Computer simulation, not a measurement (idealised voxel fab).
The name of this process module is voxel spacer lines.
This is section cut - it's 240 nm across, gridded in 5 nm square cells.
Bands, listed from the top down, are how a cross-section gets written in this document; the cross-section itself is a grid of square cells, and a band is one or more rows of them.
The entry gives the band's vertical extent as a top height and a bottom height in nm, then its horizontal make-up as materials from left to right, each with a width in nm. "air" stands for empty space; a single material marked "all across" fills the band edge to edge.
Height reference: 0 = level under which incoming wafer is all one material. Lowest band: no bottom, runs on downward, e.g. "0 down".
The two numbers in a width such as "30->40" mark its ends across the band: the first belongs to the top row of cells, the second to the bottom row, and from each row to the next the width moves by the same amount.
No cell of the cross-section changed in a step that is given as "all unchanged".
"Closed void inventory" lists enclosed empty spaces (at least 8 cells, no open path upward to the top), each as width x height at distance from the left edge, in nm.
Post-settings text on a step line: simulator's own remark regarding the step.
On any step carrying a mask, the "overlay nm" setting, if present on the step's line, tells how far right of its planned place the mask lay; negative values point to the left.
Steps planned for the process
1) op RECEIVE | material Si
2) op CONFORMAL_DEP | material Al2O3 | thk nm 5
3) op DIRECTIONAL_DEP | material polySi | thk nm 20
4) op DIRECTIONAL_DEP | material aC | thk nm 25
5) op PATTERN | tone cover | mask id MANDREL | material resist | width nm 15 | pitch nm 50 | thk nm 30 | overlay nm 0
6) op DIRECTIONAL_ETCH | etch materials aC | depth nm 25
7) op STRIP | etch materials resist
8) op CONFORMAL_DEP | material SiO2 | thk nm 10
9) op DIRECTIONAL_ETCH | etch materials SiO2 | depth nm 10
10) op STRIP | etch materials aC
11) op DIRECTIONAL_ETCH | etch materials polySi | depth nm 20
12) op STRIP | etch materials SiO2
13) op FILL_DEP | material SiO2 | thk nm 10
14) op CMP | height nm 15
Among the wafers covered here, the point of difference is the height nm at step 14; their starting state is shared, and the plan presents the value of the first wafer.
After step 1, as received: first of several wafers, cross-section
0 down  Si all across
Closed void inventory: none
So in this table every wafer gets its own row, and what you see is where it stands at the end of the module: for each material, how many cells it picked up (+) or gave up (-) since we received it, and after that its closed voids
height nm 15 | +48 Al2O3 | +72 SiO2 | +24 polySi | Closed void inventory: none
height nm 20 | +48 Al2O3 | +108 SiO2 | +36 polySi | Closed void inventory: none
height nm 25 | +48 Al2O3 | +144 SiO2 | +48 polySi | Closed void inventory: none
height nm 30 | +48 Al2O3 | +192 SiO2 | +48 polySi | Closed void inventory: none
height nm 35 | +48 Al2O3 | +240 SiO2 | +48 polySi | Closed void inventory: none
